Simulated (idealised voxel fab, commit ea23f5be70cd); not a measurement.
process module | voxel plated lines
cross-section cut | 275 nm wide | cells 5 nm
A cross-section is a grid of square cells, given in bands from the top down. A band is one or more rows of cells.
Each band's line starts with the height of the band's top and of its bottom, in nm. Then come its materials from left to right, each with its width in nm. One material with "throughout" fills the band from edge to edge. "air" is empty space.
Height 0 is the level under which the wafer as received is all one material. The lowest band goes on downwards, as in "0 down".
A width such as "30 to 40" changes by the same amount from each row of cells to the next, from the band's top row to its bottom row.
"no change" after a step means that no cell of the cross-section changed.
closed voids: empty space of 8 cells or more with no open way to the top, each as width x height at its distance from the left edge, in nm
after a step's settings: what the simulator itself notes on the step
overlay nm, on a step with a mask: how far to the right of its planned place the mask lay; to the left if negative
plan
1 op RECEIVE | material Si
2 op CONFORMAL_DEP | material Al2O3 | thk nm 5
3 op DIRECTIONAL_DEP | material TiN | thk nm 5
4 op PATTERN | tone open | mask id LINES | material resist | width nm 30 | pitch nm 45 | thk nm 25 | overlay nm 0
5 op EPI | material Ru | thk nm 10
6 op EPI | material Ru | thk nm 10
7 op STRIP | etch materials resist
8 op DIRECTIONAL_ETCH | etch materials TiN | depth nm 5
9 op CONFORMAL_DEP | material SiO2 | thk nm 5
first wafer, as planned
as received, after step 1
  0 down: Si throughout
  closed voids: none
after step 2
  5 to 0: Al2O3 throughout
  below 0: unchanged
after step 3
  10 to 5: TiN throughout
  below 5: unchanged
after step 4
  35 to 10: resist 100 | air 30 | resist 15 | air 30 | resist 100
  below 10: unchanged
after step 5
  35 to 20: resist 100 | air 30 | resist 15 | air 30 | resist 100
  20 to 10: resist 100 | Ru 30 | resist 15 | Ru 30 | resist 100
  below 10: unchanged
after step 6
  35 to 30: resist 100 | air 30 | resist 15 | air 30 | resist 100
  30 to 10: resist 100 | Ru 30 | resist 15 | Ru 30 | resist 100
  below 10: unchanged
after step 7
  30 to 10: air 100 | Ru 30 | air 15 | Ru 30 | air 100
  below 10: unchanged
after step 8
  30 to 10: air 100 | Ru 30 | air 15 | Ru 30 | air 100
  10 to 5: air 100 | TiN 30 | air 15 | TiN 30 | air 100
  below 5: unchanged
after step 9
  35 to 30: air 95 | SiO2 40 | air 5 | SiO2 40 | air 95
  30 to 10: air 95 | SiO2 5 | Ru 30 | SiO2 5 | air 5 | SiO2 5 | Ru 30 | SiO2 5 | air 95
  10 to 5: SiO2 100 | TiN 30 | SiO2 15 | TiN 30 | SiO2 100
  below 5: unchanged
second wafer: like start, like plan, one mistake. Through step 3 it matches the first wafer
when step 4 should have ended
  35 to 10: resist 95 | air 30 | resist 15 | air 30 | resist 105
  below 10: unchanged
when step 5 should have ended
  35 to 20: resist 95 | air 30 | resist 15 | air 30 | resist 105
  20 to 10: resist 95 | Ru 30 | resist 15 | Ru 30 | resist 105
  below 10: unchanged
when step 6 should have ended
  35 to 30: resist 95 | air 30 | resist 15 | air 30 | resist 105
  30 to 10: resist 95 | Ru 30 | resist 15 | Ru 30 | resist 105
  below 10: unchanged
when step 7 should have ended
  30 to 10: air 95 | Ru 30 | air 15 | Ru 30 | air 105
  below 10: unchanged
when step 8 should have ended
  30 to 10: air 95 | Ru 30 | air 15 | Ru 30 | air 105
  10 to 5: air 95 | TiN 30 | air 15 | TiN 30 | air 105
  below 5: unchanged
when step 9 should have ended
  35 to 30: air 90 | SiO2 40 | air 5 | SiO2 40 | air 100
  30 to 10: air 90 | SiO2 5 | Ru 30 | SiO2 5 | air 5 | SiO2 5 | Ru 30 | SiO2 5 | air 100
  10 to 5: SiO2 95 | TiN 30 | SiO2 15 | TiN 30 | SiO2 105
  below 5: unchanged
what went wrong: step 4 ran as: op PATTERN | tone open | mask id LINES | material resist | width nm 30 | pitch nm 45 | thk nm 25 | overlay nm -5
at the end the second wafer has, in cells: as many of each material as the first, in other places
